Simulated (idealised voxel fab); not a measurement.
Documented hereafter: the process module known as voxel plated lines.
The width of the displayed cross-section, cut, is 185 nm; its cells are square, with a size of 5 nm.
In what follows, cross-sections appear as grids of square cells, described through bands that run from the top down, where every band is one or more rows of cells.
Each band's line starts with the height of the band's top and of its bottom, in nm. Then come its materials from left to right, each with its width in nm. One material with "all across" fills the band from edge to edge. "empty" is empty space.
Where do heights start? At 0: under that level the wafer as delivered is made of one material only. And the lowest band has no floor; it just carries on downward, as in "0 -> down".
The notation "30 to 40" denotes a width that varies across the rows of cells in the band, beginning at the first number in the top row, finishing at the second number in the bottom row, and changing by an identical amount from each row to the next.
No cell of the cross-section changed in a step that is given as "nothing changed".
"Enclosed empty spaces" - sealed voids, min. 8 cells, no opening to top; format: width x height at distance (distance from left edge; nm throughout).
On each step's line, the part that comes after the settings is the simulator's own comment on the step.
The setting "overlay nm" may be written on the line of a step. When the step uses a mask, the value reports how far to the right of the planned place the mask lay, and a negative value reports that it lay to the left.

### Process steps (planned)
- 1: RECEIVE (material Si)
- 2: CONFORMAL_DEP (material Al2O3; thk nm 15)
- 3: DIRECTIONAL_DEP (material TiN; thk nm 5)
- 4: PATTERN (tone open; mask id LINES; material resist; width nm 25; pitch nm 55; thk nm 30; overlay nm 0)
- 5: EPI (material Ru; thk nm 5)
- 6: EPI (material Ru; thk nm 10)
- 7: STRIP (etch materials resist)
- 8: DIRECTIONAL_ETCH (etch materials TiN; depth nm 5)
- 9: CONFORMAL_DEP (material SiN; thk nm 10)

### Wafer as received: cross-section following step 1
* 0 -> down: Si all across
* Enclosed empty spaces: none

### Cross-section at module end, one run error; start and plan unchanged from above
* 45 -> 35: SiN=60 / empty=5 / SiN=50 / empty=5 / SiN=65
* 35 -> 25: Ru=50 / SiN=10 / empty=5 / SiN=10 / Ru=30 / SiN=10 / empty=5 / SiN=10 / Ru=55
* 25 -> 20: Ru=50 / SiN=25 / Ru=30 / SiN=25 / Ru=55
* 20 -> 15: TiN=50 / SiN=25 / TiN=30 / SiN=25 / TiN=55
* 15 -> 0: Al2O3 all across
* 0 -> down: Si all across
* Enclosed empty spaces: none
The mistake made against the process plan was this: step 4 ran with different settings than intended, the actual operation and settings being PATTERN (tone cover; mask id LINES; material resist; width nm 25; pitch nm 55; thk nm 30; overlay nm 0)
